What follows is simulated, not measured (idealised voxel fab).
The following process module bears the name voxel self aligned contacts.
FYI the section here is cut, 185 nm wide, cells are 5 nm squares.
This document writes a cross-section as a grid whose cells are square, and gives it as bands, listed from the top down; one or more rows of cells form a band.
Basically the band line says how high the top is and how high the bottom is, in nm, and then what's in it from left to right, every material with its width in nm. Empty space shows up as "air", and if a single material carries "all across" it runs the full band edge to edge.
The level at which height equals 0 is the one under which the wafer, as it arrives, is entirely one material. No lower edge exists for the bottom band, which continues downward and is notated as in "0..down".
A width given as "30->40" starts at the first number in the band's top row and ends at the second number in its bottom row, shifting by an equal amount at every step from row to row.
Basically "no change" means that step didn't change any cell in the cross-section.
What "Enclosed void catalog" gives you is every empty space of 8 cells or more that is cut off from the top. Each appears as width x height at distance, with the distance taken from the left edge and width, height and distance all in nm.
Note: text after step settings on the step line = simulator remark on that step.
overlay nm: right-of-plan distance of the mask on a masked step; negative values mean left-of-plan.

[Set out below are the planned steps of the process]
1. RECEIVE | material Si
2. CONFORMAL_DEP | material SiO2 | thk nm 5
3. DIRECTIONAL_DEP | material polySi | thk nm 25
4. DIRECTIONAL_DEP | material SiN | thk nm 20
5. PATTERN | tone cover | mask id GATE | material resist | width nm 25 | pitch nm 60 | thk nm 20 | overlay nm 0
6. DIRECTIONAL_ETCH | etch materials SiN | depth nm 20
7. DIRECTIONAL_ETCH | etch materials polySi | depth nm 25
8. STRIP | etch materials resist
9. CONFORMAL_DEP | material SiN | thk nm 5
10. DIRECTIONAL_ETCH | etch materials SiN | depth nm 5
11. FILL_DEP | material SiO2 | thk nm 20
12. CMP | height nm 60
13. PATTERN | tone open | mask id CONTACT | material resist | width nm 45 | pitch nm 60 | thk nm 15 | overlay nm 0
14. DIRECTIONAL_ETCH | etch materials SiO2 | depth nm 60
15. STRIP | etch materials resist
16. CONFORMAL_DEP | material TiN | thk nm 5
17. FILL_DEP | material Ru | thk nm 10
18. CMP | height nm 60
19. CONFORMAL_DEP | material SiCN | thk nm 5

[Account of the first of two wafers, which was processed as intended]

[Cross-sectional view of the wafer in its as-received condition, corresponding to the state after step 1]
	0..down | Si all across
	Enclosed void catalog: none

[After step 2, in cross-section]
	5..0 | SiO2 all across
	Below 0 it's all the same as before, nothing changed down there.

[After step 3, in cross-section]
	30..5 | polySi all across
	Below 5 it's all the same as before, nothing changed down there.

[After step 4, in cross-section]
	50..30 | SiN all across
	Below 30 it's all the same as before, nothing changed down there.

[After step 5, in cross-section]
	70..50 | 20 nm air  25 nm resist  35 nm air  25 nm resist  35 nm air  25 nm resist  20 nm air
	Below 50 it's all the same as before, nothing changed down there.

[After step 6, in cross-section]
	70..50 | 20 nm air  25 nm resist  35 nm air  25 nm resist  35 nm air  25 nm resist  20 nm air
	50..30 | 20 nm air  25 nm SiN  35 nm air  25 nm SiN  35 nm air  25 nm SiN  20 nm air
	Below 30 it's all the same as before, nothing changed down there.

[After step 7, in cross-section]
	70..50 | 20 nm air  25 nm resist  35 nm air  25 nm resist  35 nm air  25 nm resist  20 nm air
	50..30 | 20 nm air  25 nm SiN  35 nm air  25 nm SiN  35 nm air  25 nm SiN  20 nm air
	30..5 | 20 nm air  25 nm polySi  35 nm air  25 nm polySi  35 nm air  25 nm polySi  20 nm air
	Below 5 it's all the same as before, nothing changed down there.

[After step 8, in cross-section]
	50..30 | 20 nm air  25 nm SiN  35 nm air  25 nm SiN  35 nm air  25 nm SiN  20 nm air
	Below 30 it's all the same as before, nothing changed down there.

[After step 9, in cross-section]
	55..30 | 15 nm air  35 nm SiN  25 nm air  35 nm SiN  25 nm air  35 nm SiN  15 nm air
	30..10 | 15 nm air  5 nm SiN  25 nm polySi  5 nm SiN  25 nm air  5 nm SiN  25 nm polySi  5 nm SiN  25 nm air  5 nm SiN  25 nm polySi  5 nm SiN  15 nm air
	10..5 | 20 nm SiN  25 nm polySi  35 nm SiN  25 nm polySi  35 nm SiN  25 nm polySi  20 nm SiN
	Below 5 it's all the same as before, nothing changed down there.

[After step 10, in cross-section]
	50..30 | 15 nm air  35 nm SiN  25 nm air  35 nm SiN  25 nm air  35 nm SiN  15 nm air
	30..5 | 15 nm air  5 nm SiN  25 nm polySi  5 nm SiN  25 nm air  5 nm SiN  25 nm polySi  5 nm SiN  25 nm air  5 nm SiN  25 nm polySi  5 nm SiN  15 nm air
	Below 5 it's all the same as before, nothing changed down there.

[After step 11, in cross-section]
	70..50 | SiO2 all across
	50..30 | 15 nm SiO2  35 nm SiN  25 nm SiO2  35 nm SiN  25 nm SiO2  35 nm SiN  15 nm SiO2
	30..5 | 15 nm SiO2  5 nm SiN  25 nm polySi  5 nm SiN  25 nm SiO2  5 nm SiN  25 nm polySi  5 nm SiN  25 nm SiO2  5 nm SiN  25 nm polySi  5 nm SiN  15 nm SiO2
	Below 5 it's all the same as before, nothing changed down there.

[After step 12, in cross-section]
	60..50 | SiO2 all across
	Below 50 it's all the same as before, nothing changed down there.

[After step 13, in cross-section]
	75..60 | 40 nm resist  45 nm air  15 nm resist  45 nm air  40 nm resist
	Below 60 it's all the same as before, nothing changed down there.

[After step 14, in cross-section]
	75..60 | 40 nm resist  45 nm air  15 nm resist  45 nm air  40 nm resist
	60..50 | 40 nm SiO2  45 nm air  15 nm SiO2  45 nm air  40 nm SiO2
	50..30 | 15 nm SiO2  35 nm SiN  25 nm air  35 nm SiN  25 nm air  35 nm SiN  15 nm SiO2
	30..5 | 15 nm SiO2  5 nm SiN  25 nm polySi  5 nm SiN  25 nm air  5 nm SiN  25 nm polySi  5 nm SiN  25 nm air  5 nm SiN  25 nm polySi  5 nm SiN  15 nm SiO2
	5..0 | 50 nm SiO2  25 nm air  35 nm SiO2  25 nm air  50 nm SiO2
	Below 0 it's all the same as before, nothing changed down there.

[After step 15, in cross-section]
	60..50 | 40 nm SiO2  45 nm air  15 nm SiO2  45 nm air  40 nm SiO2
	Below 50 it's all the same as before, nothing changed down there.

[After step 16, in cross-section]
	65..60 | 45 nm TiN  35 nm air  25 nm TiN  35 nm air  45 nm TiN
	60..50 | 40 nm SiO2  5->15 nm TiN  35->15 nm air  5->15 nm TiN  15 nm SiO2  5->15 nm TiN  35->15 nm air  5->15 nm TiN  40 nm SiO2
	50..30 | 15 nm SiO2  35 nm SiN  5 nm TiN  15 nm air  5 nm TiN  35 nm SiN  5 nm TiN  15 nm air  5 nm TiN  35 nm SiN  15 nm SiO2
	30..5 | 15 nm SiO2  5 nm SiN  25 nm polySi  5 nm SiN  5 nm TiN  15 nm air  5 nm TiN  5 nm SiN  25 nm polySi  5 nm SiN  5 nm TiN  15 nm air  5 nm TiN  5 nm SiN  25 nm polySi  5 nm SiN  15 nm SiO2
	5..0 | 50 nm SiO2  25 nm TiN  35 nm SiO2  25 nm TiN  50 nm SiO2
	Below 0 it's all the same as before, nothing changed down there.

[After step 17, in cross-section]
	75..65 | Ru all across
	65..60 | 45 nm TiN  35 nm Ru  25 nm TiN  35 nm Ru  45 nm TiN
	60..50 | 40 nm SiO2  5->15 nm TiN  35->15 nm Ru  5->15 nm TiN  15 nm SiO2  5->15 nm TiN  35->15 nm Ru  5->15 nm TiN  40 nm SiO2
	50..30 | 15 nm SiO2  35 nm SiN  5 nm TiN  15 nm Ru  5 nm TiN  35 nm SiN  5 nm TiN  15 nm Ru  5 nm TiN  35 nm SiN  15 nm SiO2
	30..5 | 15 nm SiO2  5 nm SiN  25 nm polySi  5 nm SiN  5 nm TiN  15 nm Ru  5 nm TiN  5 nm SiN  25 nm polySi  5 nm SiN  5 nm TiN  15 nm Ru  5 nm TiN  5 nm SiN  25 nm polySi  5 nm SiN  15 nm SiO2
	Below 5 it's all the same as before, nothing changed down there.

[After step 18, in cross-section]
	60..50 | 40 nm SiO2  5->15 nm TiN  35->15 nm Ru  5->15 nm TiN  15 nm SiO2  5->15 nm TiN  35->15 nm Ru  5->15 nm TiN  40 nm SiO2
	Below 50 it's all the same as before, nothing changed down there.

[After step 19, in cross-section]
	65..60 | SiCN all across
	Below 60 it's all the same as before, nothing changed down there.

[The second wafer: identical to the first at the outset and in its planned sequence, differing only in that one mistake was made during processing; up to and including step 15, its path is the first wafer's path]

[Look at the second wafer in cross-section at the time step 16 ought to have finished]
	65..60 | 45 nm SiCN  35 nm air  25 nm SiCN  35 nm air  45 nm SiCN
	60..50 | 40 nm SiO2  5->15 nm SiCN  35->15 nm air  5->15 nm SiCN  15 nm SiO2  5->15 nm SiCN  35->15 nm air  5->15 nm SiCN  40 nm SiO2
	50..30 | 15 nm SiO2  35 nm SiN  5 nm SiCN  15 nm air  5 nm SiCN  35 nm SiN  5 nm SiCN  15 nm air  5 nm SiCN  35 nm SiN  15 nm SiO2
	30..5 | 15 nm SiO2  5 nm SiN  25 nm polySi  5 nm SiN  5 nm SiCN  15 nm air  5 nm SiCN  5 nm SiN  25 nm polySi  5 nm SiN  5 nm SiCN  15 nm air  5 nm SiCN  5 nm SiN  25 nm polySi  5 nm SiN  15 nm SiO2
	5..0 | 50 nm SiO2  25 nm SiCN  35 nm SiO2  25 nm SiCN  50 nm SiO2
	Below 0 it's all the same as before, nothing changed down there.

[Look at the second wafer in cross-section at the time step 17 ought to have finished]
	75..65 | Ru all across
	65..60 | 45 nm SiCN  35 nm Ru  25 nm SiCN  35 nm Ru  45 nm SiCN
	60..50 | 40 nm SiO2  5->15 nm SiCN  35->15 nm Ru  5->15 nm SiCN  15 nm SiO2  5->15 nm SiCN  35->15 nm Ru  5->15 nm SiCN  40 nm SiO2
	50..30 | 15 nm SiO2  35 nm SiN  5 nm SiCN  15 nm Ru  5 nm SiCN  35 nm SiN  5 nm SiCN  15 nm Ru  5 nm SiCN  35 nm SiN  15 nm SiO2
	30..5 | 15 nm SiO2  5 nm SiN  25 nm polySi  5 nm SiN  5 nm SiCN  15 nm Ru  5 nm SiCN  5 nm SiN  25 nm polySi  5 nm SiN  5 nm SiCN  15 nm Ru  5 nm SiCN  5 nm SiN  25 nm polySi  5 nm SiN  15 nm SiO2
	Below 5 it's all the same as before, nothing changed down there.

[Look at the second wafer in cross-section at the time step 18 ought to have finished]
	60..50 | 40 nm SiO2  5->15 nm SiCN  35->15 nm Ru  5->15 nm SiCN  15 nm SiO2  5->15 nm SiCN  35->15 nm Ru  5->15 nm SiCN  40 nm SiO2
	Below 50 it's all the same as before, nothing changed down there.

[Look at the second wafer in cross-section at the time step 19 ought to have finished]
	65..60 | SiCN all across
	Below 60 it's all the same as before, nothing changed down there.
Here's what went sideways: step 16 deviated from plan and actually ran as CONFORMAL_DEP | material SiCN | thk nm 5
Upon completion, the second wafer contains, in terms of cells, a greater or smaller amount of certain materials than the first wafer: +62 SiCN, -62 TiN
